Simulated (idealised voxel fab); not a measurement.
Process module name: voxel wiring stack
Section cut is 210 nm wide and gridded with 5 nm square cells.
Cross-section spec: square-cell grid; bands listed top down; each band is one or more rows.
Heads up on the band format: heights come first, top then bottom, in nm. After that it's the materials left to right, each with its width in nm. A single material flagged "everywhere" fills the whole band edge to edge, and "empty" means there's empty space there.
Where do heights start? At 0: under that level the wafer as delivered is made of one material only. And the lowest band has no floor; it just carries on downward, as in "0 and below".
A width given as "30..40" starts at the first number in the band's top row and ends at the second number in its bottom row, shifting by an equal amount at every step from row to row.
Step marked "nothing changed"? Then no cell in the cross-section changed in it.
In the "Entrapped void list" entry, you get each enclosed empty space of 8 cells or more, one with no open way to the top, written width x height at distance, distance from the left edge, in nm.
The remark found on a step's line after its settings is issued by the simulator itself and pertains to that step.
overlay nm: on a step with a mask, how far right of its planned place the mask lay; negative means left.
Reading guide: pairs of cross-sections, before and after one process step; after view cut off at lowest changed band; step and settings listed under each pair. Pairs may stem from different runs of this module on the same starting wafer; continuity with the pair above only where the "Incoming profile" entry states it.
Incoming profile:
0 and below  Si everywhere
Entrapped void list: none
Resultant Cross-Section:
15 down to 0  SiO2 everywhere
Below 0, no change.
Entrapped void list: none
Going from one cross-section above to the next, the wafer undergoes CONFORMAL_DEP with material SiO2, thk nm 15
Incoming profile: the state before this step is the cross-section shown after the step in the pair just above.
Resultant Cross-Section:
20 down to 15  TiN everywhere
Below 15, no change.
Entrapped void list: none
Going from one cross-section above to the next, the wafer undergoes DIRECTIONAL_DEP with material TiN, thk nm 5
Incoming profile: the state before this step is the cross-section shown after the step in the pair just above.
Resultant Cross-Section:
40 down to 20  Ru everywhere
Below 20, no change.
Entrapped void list: none
Going from one cross-section above to the next, the wafer undergoes DIRECTIONAL_DEP with material Ru, thk nm 20
Incoming profile: the state before this step is the cross-section shown after the step in the pair just above.
Resultant Cross-Section:
40 down to 20  60 empty, then 30 Ru, then 30 empty, then 30 Ru, then 60 empty
Below 20, no change.
Entrapped void list: none
Going from one cross-section above to the next, the wafer undergoes MASKED_ETCH with tone cover, mask id METAL_1, width nm 30, pitch nm 60, etch materials Ru, depth nm 20, overlay nm 0
Incoming profile: the state before this step is the cross-section shown after the step in the pair just above.
Resultant Cross-Section:
40 down to 20  60 empty, then 30 Ru, then 30 empty, then 30 Ru, then 60 empty
20 down to 15  60 empty, then 30 TiN, then 30 empty, then 30 TiN, then 60 empty
Below 15, no change.
Entrapped void list: none
Going from one cross-section above to the next, the wafer undergoes MASKED_ETCH with tone cover, mask id METAL_1, width nm 30, pitch nm 60, etch materials TiN, depth nm 5, overlay nm 0
Incoming profile: the state before this step is the cross-section shown after the step in the pair just above.
Resultant Cross-Section:
45 down to 40  55 empty, then 40 SiCN, then 20 empty, then 40 SiCN, then 55 empty
40 down to 20  55 empty, then 5 SiCN, then 30 Ru, then 5 SiCN, then 20 empty, then 5 SiCN, then 30 Ru, then 5 SiCN, then 55 empty
20 down to 15  60 SiCN, then 30 TiN, then 30 SiCN, then 30 TiN, then 60 SiCN
Below 15, no change.
Entrapped void list: none
Going from one cross-section above to the next, the wafer undergoes CONFORMAL_DEP with material SiCN, thk nm 5
Incoming profile: the state before this step is the cross-section shown after the step in the pair just above.
Resultant Cross-Section:
50 down to 45  SiO2 everywhere
45 down to 40  55 SiO2, then 40 SiCN, then 20 SiO2, then 40 SiCN, then 55 SiO2
40 down to 20  55 SiO2, then 5 SiCN, then 30 Ru, then 5 SiCN, then 20 SiO2, then 5 SiCN, then 30 Ru, then 5 SiCN, then 55 SiO2
Below 20, no change.
Entrapped void list: none
Going from one cross-section above to the next, the wafer undergoes FILL_DEP with material SiO2, thk nm 5
Incoming profile: the state before this step is the cross-section shown after the step in the pair just above.
Resultant Cross-Section:
40 down to 20  55 SiO2, then 5 SiCN, then 30 Ru, then 5 SiCN, then 20 SiO2, then 5 SiCN, then 30 Ru, then 5 SiCN, then 55 SiO2
Below 20, no change.
Entrapped void list: none
Going from one cross-section above to the next, the wafer undergoes CMP with height nm 40
Incoming profile: the state before this step is the cross-section shown after the step in the pair just above.
Resultant Cross-Section:
45 down to 40  SiCN everywhere
Below 40, no change.
Entrapped void list: none
Going from one cross-section above to the next, the wafer undergoes CONFORMAL_DEP with material SiCN, thk nm 5
Incoming profile: the state before this step is the cross-section shown after the step in the pair just above.
Resultant Cross-Section:
55 down to 45  SiO2 everywhere
Below 45, no change.
Entrapped void list: none
Going from one cross-section above to the next, the wafer undergoes DIRECTIONAL_DEP with material SiO2, thk nm 10
Incoming profile: the state before this step is the cross-section shown after the step in the pair just above.
Resultant Cross-Section:
55 down to 45  60 SiO2, then 15 empty, then 135 SiO2
Below 45, no change.
Entrapped void list: none
Going from one cross-section above to the next, the wafer undergoes MASKED_ETCH with tone open, mask id PLUG_1, width nm 15, etch materials SiO2, depth nm 10, overlay nm 0
Incoming profile: the state before this step is the cross-section shown after the step in the pair just above.
Resultant Cross-Section:
55 down to 45  60 SiO2, then 15 empty, then 135 SiO2
45 down to 40  60 SiCN, then 15 empty, then 135 SiCN
Below 40, no change.
Entrapped void list: none
Going from one cross-section above to the next, the wafer undergoes MASKED_ETCH with tone open, mask id PLUG_1, width nm 15, etch materials SiCN, depth nm 5, overlay nm 0
Incoming profile: the state before this step is the cross-section shown after the step in the pair just above.
Resultant Cross-Section:
55 down to 50  60 SiO2, then 15 empty, then 135 SiO2
50 down to 45  60 SiO2, then 15 Ru, then 135 SiO2
45 down to 40  60 SiCN, then 15 Ru, then 135 SiCN
Below 40, no change.
Entrapped void list: none
Going from one cross-section above to the next, the wafer undergoes EPI with material Ru, thk nm 10
Incoming profile: the state before this step is the cross-section shown after the step in the pair just above.
Resultant Cross-Section:
55 down to 45  60 SiO2, then 15 Ru, then 135 SiO2
Below 45, no change.
Entrapped void list: none
Going from one cross-section above to the next, the wafer undergoes EPI with material Ru, thk nm 5
Incoming profile: the state before this step is the cross-section shown after the step in the pair just above.
Resultant Cross-Section:
60 down to 55  SiN everywhere
Below 55, no change.
Entrapped void list: none
Going from one cross-section above to the next, the wafer undergoes CONFORMAL_DEP with material SiN, thk nm 5
Incoming profile: the state before this step is the cross-section shown after the step in the pair just above.
Resultant Cross-Section:
80 down to 60  lowk everywhere
Below 60, no change.
Entrapped void list: none
Going from one cross-section above to the next, the wafer undergoes DIRECTIONAL_DEP with material lowk, thk nm 20
Incoming profile: the state before this step is the cross-section shown after the step in the pair just above.
Resultant Cross-Section:
80 down to 60  60 lowk, then 30 empty, then 30 lowk, then 30 empty, then 60 lowk
Below 60, no change.
Entrapped void list: none
Going from one cross-section above to the next, the wafer undergoes MASKED_ETCH with tone open, mask id METAL_2, width nm 30, pitch nm 60, etch materials lowk, depth nm 20, overlay nm 0
Incoming profile: the state before this step is the cross-section shown after the step in the pair just above.
Resultant Cross-Section:
80 down to 60  60 lowk, then 30 empty, then 30 lowk, then 30 empty, then 60 lowk
60 down to 55  60 SiN, then 30 empty, then 30 SiN, then 30 empty, then 60 SiN
Below 55, no change.
Entrapped void list: none
Going from one cross-section above to the next, the wafer undergoes MASKED_ETCH with tone open, mask id METAL_2, width nm 30, pitch nm 60, etch materials SiN, depth nm 5, overlay nm 0
Incoming profile: the state before this step is the cross-section shown after the step in the pair just above.
Resultant Cross-Section:
85 down to 80  65 TiN, then 20 empty, then 40 TiN, then 20 empty, then 65 TiN
80 down to 60  60 lowk, then 5 TiN, then 20 empty, then 5 TiN, then 30 lowk, then 5 TiN, then 20 empty, then 5 TiN, then 60 lowk
60 down to 55  60 SiN, then 30 TiN, then 30 SiN, then 30 TiN, then 60 SiN
Below 55, no change.
Entrapped void list: none
Going from one cross-section above to the next, the wafer undergoes CONFORMAL_DEP with material TiN, thk nm 5
Incoming profile: the state before this step is the cross-section shown after the step in the pair just above.
Resultant Cross-Section:
95 down to 85  Cu everywhere
85 down to 80  65 TiN, then 20 Cu, then 40 TiN, then 20 Cu, then 65 TiN
80 down to 60  60 lowk, then 5 TiN, then 20 Cu, then 5 TiN, then 30 lowk, then 5 TiN, then 20 Cu, then 5 TiN, then 60 lowk
Below 60, no change.
Entrapped void list: none
Going from one cross-section above to the next, the wafer undergoes FILL_DEP with material Cu, thk nm 10
Incoming profile: the state before this step is the cross-section shown after the step in the pair just above.
Resultant Cross-Section:
80 down to 60  60 lowk, then 5 TiN, then 20 Cu, then 5 TiN, then 30 lowk, then 5 TiN, then 20 Cu, then 5 TiN, then 60 lowk
Below 60, no change.
Entrapped void list: none
Going from one cross-section above to the next, the wafer undergoes CMP with height nm 80
Incoming profile: the state before this step is the cross-section shown after the step in the pair just above.
Resultant Cross-Section:
85 down to 80  55 empty, then 40 Ru, then 20 empty, then 40 Ru, then 55 empty
Below 80, no change.
Entrapped void list: none
Going from one cross-section above to the next, the wafer undergoes EPI with material Ru, thk nm 5
Incoming profile: the state before this step is the cross-section shown after the step in the pair just above.
Resultant Cross-Section:
90 down to 85  SiCN everywhere
85 down to 80  55 SiCN, then 40 Ru, then 20 SiCN, then 40 Ru, then 55 SiCN
Below 80, no change.
Entrapped void list: none
Going from one cross-section above to the next, the wafer undergoes FILL_DEP with material SiCN, thk nm 5
Incoming profile:
15 down to 0  SiO2 everywhere
0 and below  Si everywhere
Entrapped void list: none
Resultant Cross-Section:
35 down to 15  Ru everywhere
Below 15, no change.
Entrapped void list: none
Going from one cross-section above to the next, the wafer undergoes DIRECTIONAL_DEP with material Ru, thk nm 20
Incoming profile: the state before this step is the cross-section shown after the step in the pair just above.
Resultant Cross-Section:
35 down to 15  60 empty, then 30 Ru, then 30 empty, then 30 Ru, then 60 empty
Below 15, no change.
Entrapped void list: none
Going from one cross-section above to the next, the wafer undergoes MASKED_ETCH with tone cover, mask id METAL_1, width nm 30, pitch nm 60, etch materials Ru, depth nm 20, overlay nm 0
Incoming profile: the state before this step is the cross-section shown after the step in the pair just above.
Resultant Cross-Section:
40 down to 35  55 empty, then 40 SiCN, then 20 empty, then 40 SiCN, then 55 empty
35 down to 20  55 empty, then 5 SiCN, then 30 Ru, then 5 SiCN, then 20 empty, then 5 SiCN, then 30 Ru, then 5 SiCN, then 55 empty
20 down to 15  60 SiCN, then 30 Ru, then 30 SiCN, then 30 Ru, then 60 SiCN
Below 15, no change.
Entrapped void list: none
Going from one cross-section above to the next, the wafer undergoes CONFORMAL_DEP with material SiCN, thk nm 5
Incoming profile: the state before this step is the cross-section shown after the step in the pair just above.
Resultant Cross-Section:
45 down to 40  SiO2 everywhere
40 down to 35  55 SiO2, then 40 SiCN, then 20 SiO2, then 40 SiCN, then 55 SiO2
35 down to 20  55 SiO2, then 5 SiCN, then 30 Ru, then 5 SiCN, then 20 SiO2, then 5 SiCN, then 30 Ru, then 5 SiCN, then 55 SiO2
Below 20, no change.
Entrapped void list: none
Going from one cross-section above to the next, the wafer undergoes FILL_DEP with material SiO2, thk nm 5
Incoming profile: the state before this step is the cross-section shown after the step in the pair just above.
Resultant Cross-Section:
40 down to 35  55 SiO2, then 40 SiCN, then 20 SiO2, then 40 SiCN, then 55 SiO2
Below 35, no change.
Entrapped void list: none
Going from one cross-section above to the next, the wafer undergoes CMP with height nm 40
Incoming profile: the state before this step is the cross-section shown after the step in the pair just above.
Resultant Cross-Section:
45 down to 40  SiCN everywhere
Below 40, no change.
Entrapped void list: none
Going from one cross-section above to the next, the wafer undergoes CONFORMAL_DEP with material SiCN, thk nm 5
Incoming profile: the state before this step is the cross-section shown after the step in the pair just above.
Resultant Cross-Section:
55 down to 45  SiO2 everywhere
Below 45, no change.
Entrapped void list: none
Going from one cross-section above to the next, the wafer undergoes DIRECTIONAL_DEP with material SiO2, thk nm 10
Incoming profile: the state before this step is the cross-section shown after the step in the pair just above.
Resultant Cross-Section:
55 down to 45  60 SiO2, then 15 empty, then 135 SiO2
Below 45, no change.
Entrapped void list: none
Going from one cross-section above to the next, the wafer undergoes MASKED_ETCH with tone open, mask id PLUG_1, width nm 15, etch materials SiO2, depth nm 10, overlay nm 0
Incoming profile: the state before this step is the cross-section shown after the step in the pair just above.
Resultant Cross-Section:
55 down to 45  60 SiO2, then 15 empty, then 135 SiO2
45 down to 40  60 SiCN, then 15 empty, then 135 SiCN
Below 40, no change.
Entrapped void list: none
Going from one cross-section above to the next, the wafer undergoes MASKED_ETCH with tone open, mask id PLUG_1, width nm 15, etch materials SiCN, depth nm 5, overlay nm 0
Incoming profile: the state before this step is the cross-section shown after the step in the pair just above.
Resultant Cross-Section:
60 down to 55  65 SiN, then 5 empty, then 140 SiN
55 down to 45  60 SiO2, then 5 SiN, then 5 empty, then 5 SiN, then 135 SiO2
45 down to 40  60 SiCN, then 15 SiN, then 135 SiCN
Below 40, no change.
Entrapped void list: none
Going from one cross-section above to the next, the wafer undergoes CONFORMAL_DEP with material SiN, thk nm 5
Incoming profile: the state before this step is the cross-section shown after the step in the pair just above.
Resultant Cross-Section:
80 down to 65  65 lowk, then 5 empty, then 140 lowk
65 down to 60  lowk everywhere
60 down to 55  65 SiN, then 5 lowk, then 140 SiN
55 down to 45  60 SiO2, then 5 SiN, then 5 lowk, then 5 SiN, then 135 SiO2
Below 45, no change.
Entrapped void list: none
Going from one cross-section above to the next, the wafer undergoes DIRECTIONAL_DEP with material lowk, thk nm 20
Incoming profile: the state before this step is the cross-section shown after the step in the pair just above.
Resultant Cross-Section:
80 down to 60  60 lowk, then 30 empty, then 30 lowk, then 30 empty, then 60 lowk
60 down to 55  65 SiN, then 5 empty, then 140 SiN
55 down to 45  60 SiO2, then 5 SiN, then 5 empty, then 5 SiN, then 135 SiO2
Below 45, no change.
Entrapped void list: none
Going from one cross-section above to the next, the wafer undergoes MASKED_ETCH with tone open, mask id METAL_2, width nm 30, pitch nm 60, etch materials lowk, depth nm 20, overlay nm 0
Incoming profile: the state before this step is the cross-section shown after the step in the pair just above.
Resultant Cross-Section:
80 down to 60  60 lowk, then 30 empty, then 30 lowk, then 30 empty, then 60 lowk
60 down to 55  60 SiN, then 30 empty, then 30 SiN, then 30 empty, then 60 SiN
55 down to 45  60 SiO2, then 5 SiN, then 5 empty, then 5 SiN, then 135 SiO2
45 down to 40  60 SiCN, then 5 SiN, then 5 empty, then 5 SiN, then 135 SiCN
Below 40, no change.
Entrapped void list: none
Going from one cross-section above to the next, the wafer undergoes MASKED_ETCH with tone open, mask id METAL_2, width nm 30, pitch nm 60, etch materials SiN, depth nm 5, overlay nm 0
Incoming profile: the state before this step is the cross-section shown after the step in the pair just above.
Resultant Cross-Section:
85 down to 80  65 TiN, then 20 empty, then 40 TiN, then 20 empty, then 65 TiN
80 down to 60  60 lowk, then 5 TiN, then 20 empty, then 5 TiN, then 30 lowk, then 5 TiN, then 20 empty, then 5 TiN, then 60 lowk
60 down to 55  60 SiN, then 30 TiN, then 30 SiN, then 30 TiN, then 60 SiN
55 down to 45  60 SiO2, then 5 SiN, then 5 TiN, then 5 SiN, then 135 SiO2
45 down to 40  60 SiCN, then 5 SiN, then 5 TiN, then 5 SiN, then 135 SiCN
Below 40, no change.
Entrapped void list: none
Going from one cross-section above to the next, the wafer undergoes CONFORMAL_DEP with material TiN, thk nm 5
Incoming profile: the state before this step is the cross-section shown after the step in the pair just above.
Resultant Cross-Section:
95 down to 85  Cu everywhere
85 down to 80  65 TiN, then 20 Cu, then 40 TiN, then 20 Cu, then 65 TiN
80 down to 60  60 lowk, then 5 TiN, then 20 Cu, then 5 TiN, then 30 lowk, then 5 TiN, then 20 Cu, then 5 TiN, then 60 lowk
Below 60, no change.
Entrapped void list: none
Going from one cross-section above to the next, the wafer undergoes FILL_DEP with material Cu, thk nm 10
Incoming profile: the state before this step is the cross-section shown after the step in the pair just above.
Resultant Cross-Section:
80 down to 60  60 lowk, then 5 TiN, then 20 Cu, then 5 TiN, then 30 lowk, then 5 TiN, then 20 Cu, then 5 TiN, then 60 lowk
Below 60, no change.
Entrapped void list: none
Going from one cross-section above to the next, the wafer undergoes CMP with height nm 80
Incoming profile: the state before this step is the cross-section shown after the step in the pair just above.
Resultant Cross-Section:
85 down to 80  55 empty, then 40 Ru, then 20 empty, then 40 Ru, then 55 empty
Below 80, no change.
Entrapped void list: none
Going from one cross-section above to the next, the wafer undergoes EPI with material Ru, thk nm 5
Incoming profile: the state before this step is the cross-section shown after the step in the pair just above.
Resultant Cross-Section:
90 down to 85  SiCN everywhere
85 down to 80  55 SiCN, then 40 Ru, then 20 SiCN, then 40 Ru, then 55 SiCN
Below 80, no change.
Entrapped void list: none
Going from one cross-section above to the next, the wafer undergoes FILL_DEP with material SiCN, thk nm 5
Incoming profile:
55 down to 50  60 SiO2, then 15 empty, then 135 SiO2
50 down to 45  60 SiO2, then 15 Ru, then 135 SiO2
45 down to 40  60 SiCN, then 15 Ru, then 135 SiCN
40 down to 20  55 SiO2, then 5 SiCN, then 30 Ru, then 5 SiCN, then 20 SiO2, then 5 SiCN, then 30 Ru, then 5 SiCN, then 55 SiO2
20 down to 15  60 SiCN, then 30 TiN, then 30 SiCN, then 30 TiN, then 60 SiCN
15 down to 0  SiO2 everywhere
0 and below  Si everywhere
Entrapped void list: none
Resultant Cross-Section:
60 down to 55  55 empty, then 25 Ru, then 130 empty
55 down to 45  60 SiO2, then 15 Ru, then 135 SiO2
Below 45, no change.
Entrapped void list: none
Going from one cross-section above to the next, the wafer undergoes EPI with material Ru, thk nm 10
Incoming profile: the state before this step is the cross-section shown after the step in the pair just above.
Resultant Cross-Section:
65 down to 55  50 empty, then 35 Ru, then 125 empty
Below 55, no change.
Entrapped void list: none
Going from one cross-section above to the next, the wafer undergoes EPI with material Ru, thk nm 5
Incoming profile: the state before this step is the cross-section shown after the step in the pair just above.
Resultant Cross-Section:
70 down to 65  45 empty, then 45 SiN, then 120 empty
65 down to 60  45 empty, then 5 SiN, then 35 Ru, then 5 SiN, then 120 empty
60 down to 55  50 SiN, then 35 Ru, then 125 SiN
Below 55, no change.
Entrapped void list: none
Going from one cross-section above to the next, the wafer undergoes CONFORMAL_DEP with material SiN, thk nm 5
Incoming profile: the state before this step is the cross-section shown after the step in the pair just above.
Resultant Cross-Section:
90 down to 80  45 empty, then 45 lowk, then 120 empty
80 down to 70  lowk everywhere
70 down to 65  45 lowk, then 45 SiN, then 120 lowk
65 down to 60  45 lowk, then 5 SiN, then 35 Ru, then 5 SiN, then 120 lowk
Below 60, no change.
Entrapped void list: none
Going from one cross-section above to the next, the wafer undergoes DIRECTIONAL_DEP with material lowk, thk nm 20
Incoming profile: the state before this step is the cross-section shown after the step in the pair just above.
Resultant Cross-Section:
90 down to 80  45 empty, then 15 lowk, then 150 empty
80 down to 70  60 lowk, then 30 empty, then 30 lowk, then 30 empty, then 60 lowk
70 down to 65  45 lowk, then 45 SiN, then 30 lowk, then 30 empty, then 60 lowk
65 down to 60  45 lowk, then 5 SiN, then 35 Ru, then 5 SiN, then 30 lowk, then 30 empty, then 60 lowk
Below 60, no change.
Entrapped void list: none
Going from one cross-section above to the next, the wafer undergoes MASKED_ETCH with tone open, mask id METAL_2, width nm 30, pitch nm 60, etch materials lowk, depth nm 20, overlay nm 0
Incoming profile: the state before this step is the cross-section shown after the step in the pair just above.
Resultant Cross-Section:
90 down to 80  45 empty, then 15 lowk, then 150 empty
80 down to 70  60 lowk, then 30 empty, then 30 lowk, then 30 empty, then 60 lowk
70 down to 65  45 lowk, then 15 SiN, then 30 empty, then 30 lowk, then 30 empty, then 60 lowk
65 down to 60  45 lowk, then 5 SiN, then 35 Ru, then 5 SiN, then 30 lowk, then 30 empty, then 60 lowk
60 down to 55  50 SiN, then 35 Ru, then 35 SiN, then 30 empty, then 60 SiN
Below 55, no change.
Entrapped void list: none
Going from one cross-section above to the next, the wafer undergoes MASKED_ETCH with tone open, mask id METAL_2, width nm 30, pitch nm 60, etch materials SiN, depth nm 5, overlay nm 0
Incoming profile: the state before this step is the cross-section shown after the step in the pair just above.
Resultant Cross-Section:
95 down to 90  40 empty, then 25 TiN, then 145 empty
90 down to 85  40 empty, then 5 TiN, then 15 lowk, then 5 TiN, then 145 empty
85 down to 80  45 TiN, then 15 lowk, then 5 TiN, then 20 empty, then 40 TiN, then 20 empty, then 65 TiN
80 down to 70  60 lowk, then 5 TiN, then 20 empty, then 5 TiN, then 30 lowk, then 5 TiN, then 20 empty, then 5 TiN, then 60 lowk
70 down to 65  45 lowk, then 15 SiN, then 30 TiN, then 30 lowk, then 5 TiN, then 20 empty, then 5 TiN, then 60 lowk
65 down to 60  45 lowk, then 5 SiN, then 35 Ru, then 5 SiN, then 30 lowk, then 5 TiN, then 20 empty, then 5 TiN, then 60 lowk
60 down to 55  50 SiN, then 35 Ru, then 35 SiN, then 30 TiN, then 60 SiN
Below 55, no change.
Entrapped void list: none
Going from one cross-section above to the next, the wafer undergoes CONFORMAL_DEP with material TiN, thk nm 5
Incoming profile: the state before this step is the cross-section shown after the step in the pair just above.
Resultant Cross-Section:
105 down to 95  Cu everywhere
95 down to 90  40 Cu, then 25 TiN, then 145 Cu
90 down to 85  40 Cu, then 5 TiN, then 15 lowk, then 5 TiN, then 145 Cu
85 down to 80  45 TiN, then 15 lowk, then 5 TiN, then 20 Cu, then 40 TiN, then 20 Cu, then 65 TiN
80 down to 70  60 lowk, then 5 TiN, then 20 Cu, then 5 TiN, then 30 lowk, then 5 TiN, then 20 Cu, then 5 TiN, then 60 lowk
70 down to 65  45 lowk, then 15 SiN, then 30 TiN, then 30 lowk, then 5 TiN, then 20 Cu, then 5 TiN, then 60 lowk
65 down to 60  45 lowk, then 5 SiN, then 35 Ru, then 5 SiN, then 30 lowk, then 5 TiN, then 20 Cu, then 5 TiN, then 60 lowk
Below 60, no change.
Entrapped void list: none
Going from one cross-section above to the next, the wafer undergoes FILL_DEP with material Cu, thk nm 10
Incoming profile: the state before this step is the cross-section shown after the step in the pair just above.
Resultant Cross-Section:
80 down to 70  60 lowk, then 5 TiN, then 20 Cu, then 5 TiN, then 30 lowk, then 5 TiN, then 20 Cu, then 5 TiN, then 60 lowk
Below 70, no change.
Entrapped void list: none
Going from one cross-section above to the next, the wafer undergoes CMP with height nm 80
Incoming profile: the state before this step is the cross-section shown after the step in the pair just above.
Resultant Cross-Section:
85 down to 80  55 empty, then 40 Ru, then 20 empty, then 40 Ru, then 55 empty
Below 80, no change.
Entrapped void list: none
Going from one cross-section above to the next, the wafer undergoes EPI with material Ru, thk nm 5
Incoming profile: the state before this step is the cross-section shown after the step in the pair just above.
Resultant Cross-Section:
90 down to 85  SiCN everywhere
85 down to 80  55 SiCN, then 40 Ru, then 20 SiCN, then 40 Ru, then 55 SiCN
Below 80, no change.
Entrapped void list: none
Going from one cross-section above to the next, the wafer undergoes FILL_DEP with material SiCN, thk nm 5
Incoming profile:
35 down to 15  Ru everywhere
15 down to 0  SiO2 everywhere
0 and below  Si everywhere
Entrapped void list: none
Resultant Cross-Section:
40 down to 35  TiN everywhere
Below 35, no change.
Entrapped void list: none
Going from one cross-section above to the next, the wafer undergoes DIRECTIONAL_DEP with material TiN, thk nm 5
Incoming profile: the state before this step is the cross-section shown after the step in the pair just above.
Resultant Cross-Section:
40 down to 35  60 empty, then 30 TiN, then 30 empty, then 30 TiN, then 60 empty
Below 35, no change.
Entrapped void list: none
Going from one cross-section above to the next, the wafer undergoes MASKED_ETCH with tone cover, mask id METAL_1, width nm 30, pitch nm 60, etch materials TiN, depth nm 5, overlay nm 0
Incoming profile: the state before this step is the cross-section shown after the step in the pair just above.
Resultant Cross-Section:
45 down to 40  55 empty, then 40 SiCN, then 20 empty, then 40 SiCN, then 55 empty
40 down to 35  60 SiCN, then 30 TiN, then 30 SiCN, then 30 TiN, then 60 SiCN
Below 35, no change.
Entrapped void list: none
Going from one cross-section above to the next, the wafer undergoes CONFORMAL_DEP with material SiCN, thk nm 5
Incoming profile: the state before this step is the cross-section shown after the step in the pair just above.
Resultant Cross-Section:
50 down to 45  SiO2 everywhere
45 down to 40  55 SiO2, then 40 SiCN, then 20 SiO2, then 40 SiCN, then 55 SiO2
Below 40, no change.
Entrapped void list: none
Going from one cross-section above to the next, the wafer undergoes FILL_DEP with material SiO2, thk nm 5
Incoming profile: the state before this step is the cross-section shown after the step in the pair just above.
Resultant Cross-Section:
40 down to 35  60 SiCN, then 30 TiN, then 30 SiCN, then 30 TiN, then 60 SiCN
Below 35, no change.
Entrapped void list: none
Going from one cross-section above to the next, the wafer undergoes CMP with height nm 40
Incoming profile: the state before this step is the cross-section shown after the step in the pair just above.
Resultant Cross-Section:
45 down to 40  SiCN everywhere
Below 40, no change.
Entrapped void list: none
Going from one cross-section above to the next, the wafer undergoes CONFORMAL_DEP with material SiCN, thk nm 5
Incoming profile: the state before this step is the cross-section shown after the step in the pair just above.
Resultant Cross-Section:
55 down to 45  SiO2 everywhere
Below 45, no change.
Entrapped void list: none
Going from one cross-section above to the next, the wafer undergoes DIRECTIONAL_DEP with material SiO2, thk nm 10
Incoming profile: the state before this step is the cross-section shown after the step in the pair just above.
Resultant Cross-Section:
55 down to 45  60 SiO2, then 15 empty, then 135 SiO2
Below 45, no change.
Entrapped void list: none
Going from one cross-section above to the next, the wafer undergoes MASKED_ETCH with tone open, mask id PLUG_1, width nm 15, etch materials SiO2, depth nm 10, overlay nm 0
Incoming profile: the state before this step is the cross-section shown after the step in the pair just above.
Resultant Cross-Section:
55 down to 45  60 SiO2, then 15 empty, then 135 SiO2
45 down to 40  60 SiCN, then 15 empty, then 135 SiCN
Below 40, no change.
Entrapped void list: none
Going from one cross-section above to the next, the wafer undergoes MASKED_ETCH with tone open, mask id PLUG_1, width nm 15, etch materials SiCN, depth nm 5, overlay nm 0
Incoming profile: the state before this step is the cross-section shown after the step in the pair just above.
Resultant Cross-Section:
55 down to 50  60 SiO2, then 15 empty, then 135 SiO2
50 down to 45  60 SiO2, then 15 Ru, then 135 SiO2
45 down to 40  60 SiCN, then 15 Ru, then 135 SiCN
Below 40, no change.
Entrapped void list: none
Going from one cross-section above to the next, the wafer undergoes EPI with material Ru, thk nm 10
Incoming profile: the state before this step is the cross-section shown after the step in the pair just above.
Resultant Cross-Section:
55 down to 45  60 SiO2, then 15 Ru, then 135 SiO2
Below 45, no change.
Entrapped void list: none
Going from one cross-section above to the next, the wafer undergoes EPI with material Ru, thk nm 5
Incoming profile: the state before this step is the cross-section shown after the step in the pair just above.
Resultant Cross-Section:
60 down to 55  SiN everywhere
Below 55, no change.
Entrapped void list: none
Going from one cross-section above to the next, the wafer undergoes CONFORMAL_DEP with material SiN, thk nm 5
Incoming profile: the state before this step is the cross-section shown after the step in the pair just above.
Resultant Cross-Section:
80 down to 60  lowk everywhere
Below 60, no change.
Entrapped void list: none
Going from one cross-section above to the next, the wafer undergoes DIRECTIONAL_DEP with material lowk, thk nm 20
Incoming profile: the state before this step is the cross-section shown after the step in the pair just above.
Resultant Cross-Section:
80 down to 60  60 lowk, then 30 empty, then 30 lowk, then 30 empty, then 60 lowk
Below 60, no change.
Entrapped void list: none
Going from one cross-section above to the next, the wafer undergoes MASKED_ETCH with tone open, mask id METAL_2, width nm 30, pitch nm 60, etch materials lowk, depth nm 20, overlay nm 0
Incoming profile: the state before this step is the cross-section shown after the step in the pair just above.
Resultant Cross-Section:
80 down to 60  60 lowk, then 30 empty, then 30 lowk, then 30 empty, then 60 lowk
60 down to 55  60 SiN, then 30 empty, then 30 SiN, then 30 empty, then 60 SiN
Below 55, no change.
Entrapped void list: none
Going from one cross-section above to the next, the wafer undergoes MASKED_ETCH with tone open, mask id METAL_2, width nm 30, pitch nm 60, etch materials SiN, depth nm 5, overlay nm 0
Incoming profile: the state before this step is the cross-section shown after the step in the pair just above.
Resultant Cross-Section:
85 down to 80  65 TiN, then 20 empty, then 40 TiN, then 20 empty, then 65 TiN
80 down to 60  60 lowk, then 5 TiN, then 20 empty, then 5 TiN, then 30 lowk, then 5 TiN, then 20 empty, then 5 TiN, then 60 lowk
60 down to 55  60 SiN, then 30 TiN, then 30 SiN, then 30 TiN, then 60 SiN
Below 55, no change.
Entrapped void list: none
Going from one cross-section above to the next, the wafer undergoes CONFORMAL_DEP with material TiN, thk nm 5
Incoming profile: the state before this step is the cross-section shown after the step in the pair just above.
Resultant Cross-Section:
95 down to 85  Cu everywhere
85 down to 80  65 TiN, then 20 Cu, then 40 TiN, then 20 Cu, then 65 TiN
80 down to 60  60 lowk, then 5 TiN, then 20 Cu, then 5 TiN, then 30 lowk, then 5 TiN, then 20 Cu, then 5 TiN, then 60 lowk
Below 60, no change.
Entrapped void list: none
Going from one cross-section above to the next, the wafer undergoes FILL_DEP with material Cu, thk nm 10
Incoming profile: the state before this step is the cross-section shown after the step in the pair just above.
Resultant Cross-Section:
80 down to 60  60 lowk, then 5 TiN, then 20 Cu, then 5 TiN, then 30 lowk, then 5 TiN, then 20 Cu, then 5 TiN, then 60 lowk
Below 60, no change.
Entrapped void list: none
Going from one cross-section above to the next, the wafer undergoes CMP with height nm 80
Incoming profile: the state before this step is the cross-section shown after the step in the pair just above.
Resultant Cross-Section:
85 down to 80  55 empty, then 40 Ru, then 20 empty, then 40 Ru, then 55 empty
Below 80, no change.
Entrapped void list: none
Going from one cross-section above to the next, the wafer undergoes EPI with material Ru, thk nm 5
Incoming profile: the state before this step is the cross-section shown after the step in the pair just above.
Resultant Cross-Section:
90 down to 85  SiCN everywhere
85 down to 80  55 SiCN, then 40 Ru, then 20 SiCN, then 40 Ru, then 55 SiCN
Below 80, no change.
Entrapped void list: none
Going from one cross-section above to the next, the wafer undergoes FILL_DEP with material SiCN, thk nm 5
Incoming profile:
50 down to 45  SiO2 everywhere
45 down to 40  55 SiO2, then 40 SiCN, then 20 SiO2, then 40 SiCN, then 55 SiO2
40 down to 20  55 SiO2, then 5 SiCN, then 30 Ru, then 5 SiCN, then 20 SiO2, then 5 SiCN, then 30 Ru, then 5 SiCN, then 55 SiO2
20 down to 15  60 SiCN, then 30 TiN, then 30 SiCN, then 30 TiN, then 60 SiCN
15 down to 0  SiO2 everywhere
0 and below  Si everywhere
Entrapped void list: none
Resultant Cross-Section:
30 down to 20  55 SiO2, then 5 SiCN, then 30 Ru, then 5 SiCN, then 20 SiO2, then 5 SiCN, then 30 Ru, then 5 SiCN, then 55 SiO2
Below 20, no change.
Entrapped void list: none
Going from one cross-section above to the next, the wafer undergoes CMP with height nm 30
